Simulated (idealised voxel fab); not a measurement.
process module | voxel self aligned vias
cross-section cut | 270 nm wide | cells 5 nm
A cross-section is a grid of square cells, given in bands from the top down. A band is one or more rows of cells.
Each band's line starts with the height of the band's top and of its bottom, in nm. Then come its materials from left to right, each with its width in nm. One material with "throughout" fills the band from edge to edge. "air" is empty space.
Height 0 is the level under which the wafer as received is all one material. The lowest band goes on downwards, as in "0 down".
A width such as "30 to 40" changes by the same amount from each row of cells to the next, from the band's top row to its bottom row.
"no change" after a step means that no cell of the cross-section changed.
closed voids: empty space of 8 cells or more with no open way to the top, each as width x height at its distance from the left edge, in nm
after a step's settings: what the simulator itself notes on the step
overlay nm, on a step with a mask: how far to the right of its planned place the mask lay; to the left if negative
plan
1 op RECEIVE | material Si
2 op CONFORMAL_DEP | material SiO2 | thk nm 15
3 op CONFORMAL_DEP | material SiCN | thk nm 5
4 op DIRECTIONAL_DEP | material lowk | thk nm 30
5 op DIRECTIONAL_DEP | material aC | thk nm 10
6 op PATTERN | tone open | mask id LINES | material resist | width nm 20 | pitch nm 50 | thk nm 30 | overlay nm 0
7 op DIRECTIONAL_ETCH | etch materials aC | depth nm 10
8 op STRIP | etch materials resist
9 op DIRECTIONAL_ETCH | etch materials lowk | depth nm 30
10 op STRIP | etch materials aC
11 op CONFORMAL_DEP | material TiN | thk nm 5
12 op FILL_DEP | material Ru | thk nm 10
13 op CMP | height nm 50
14 op SELECTIVE_ETCH | etch materials W Ru TiN | depth nm 10
15 op FILL_DEP | material SiN | thk nm 5
16 op CMP | height nm 50
17 op DIRECTIONAL_DEP | material lowk | thk nm 20
18 op DIRECTIONAL_DEP | material aC | thk nm 15
19 op PATTERN | tone open | mask id VIAS | material resist | width nm 30 | pitch nm 50 | thk nm 35 | overlay nm 0
20 op DIRECTIONAL_ETCH | etch materials aC | depth nm 15
21 op STRIP | etch materials resist
22 op DIRECTIONAL_ETCH | etch materials lowk | depth nm 20
23 op DIRECTIONAL_ETCH | etch materials SiN | depth nm 10
24 op STRIP | etch materials aC
25 op CONFORMAL_DEP | material TiN | thk nm 5
26 op FILL_DEP | material W | thk nm 10
27 op CMP | height nm 70
28 op CONFORMAL_DEP | material SiN | thk nm 5
as received, after step 1
  0 down: Si throughout
  closed voids: none
a wafer at the end: this start, this plan, one mistake
  75 to 70: SiN throughout
  70 to 55: lowk 95 | TiN 5 | W 20 | TiN 5 | lowk 20 | TiN 5 | W 20 | TiN 5 | lowk 95
  55 to 45: lowk 95 to 105 | TiN 15 to 5 | W 10 | TiN 5 | lowk 20 to 30 | TiN 15 to 5 | W 10 | TiN 5 | lowk 95
  45 to 40: lowk 105 | TiN 20 | lowk 30 | TiN 20 | lowk 95
  40 to 25: lowk 105 | TiN 5 | Ru 10 | TiN 5 | lowk 30 | TiN 5 | Ru 10 | TiN 5 | lowk 95
  25 to 20: lowk 105 | TiN 20 | lowk 30 | TiN 20 | lowk 95
  20 to 15: SiCN throughout
  15 to 0: SiO2 throughout
  0 down: Si throughout
  closed voids: none
what went wrong: step 6 ran as: op PATTERN | tone open | mask id LINES | material resist | width nm 20 | pitch nm 50 | thk nm 30 | overlay nm 5
